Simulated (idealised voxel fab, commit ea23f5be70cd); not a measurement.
A process module follows: voxel lift off.
FYI the section here is cut, 250 nm wide, cells are 5 nm squares.
Cross-section spec: square-cell grid; bands listed top down; each band is one or more rows. Within each band entry, the heights of the top and of the bottom of the band appear first, in that order and in nm; the materials of the band then follow from left to right, each with its corresponding width in nm. The designation "everywhere" on a single material indicates that it fills the band from edge to edge; the designation "empty" indicates empty space. Heights are measured from 0, the level below which the as-received wafer is all one material; the lowest band has no bottom and continues downward, written as in "0..down". The notation "30..40" denotes a width that varies across the rows of cells in the band, beginning at the first number in the top row, finishing at the second number in the bottom row, and changing by an identical amount from each row to the next. "changes: none" for a step: no cell of the cross-section changed in that step. You'll see "Tabulated closed voids" listing empty spaces that have no way open to the top, as long as they're 8 cells or more; the notation is width x height at distance, where the distance is from the left edge, and all of it is in nm. after a step's settings: what the simulator itself notes on the step. What "overlay nm" on a step's line means: if the step has a mask, that mask lay this far to the right of its planned place, or, when the value is negative, to the left.

Below is the list of planned process steps:
| 1 | RECEIVE: material Si |
| 2 | CONFORMAL_DEP: material SiO2, thk nm 15 |
| 3 | PATTERN: tone open, mask id LINES, material resist, width nm 15, pitch nm 30, thk nm 25, overlay nm 0 |
| 4 | DIRECTIONAL_DEP: material Ru, thk nm 15 |
| 5 | STRIP: etch materials resist |
| 6 | CONFORMAL_DEP: material SiCN, thk nm 5 |

Cross-section, incoming material, after step 1:
* 0..down = Si everywhere
* Tabulated closed voids: none

End state of the module in cross-section, given the above starting point and plan and one mistake in execution:
* 35..20 = 80 of empty  25 of SiCN  5 of empty  25 of SiCN  5 of empty  25 of SiCN  85 of empty
* 20..15 = SiCN everywhere
* 15..0 = SiO2 everywhere
* 0..down = Si everywhere
* Tabulated closed voids: none
What broke from the plan during processing? step 4 ran with different settings than intended, the actual operation and settings being DIRECTIONAL_DEP: material SiCN, thk nm 15
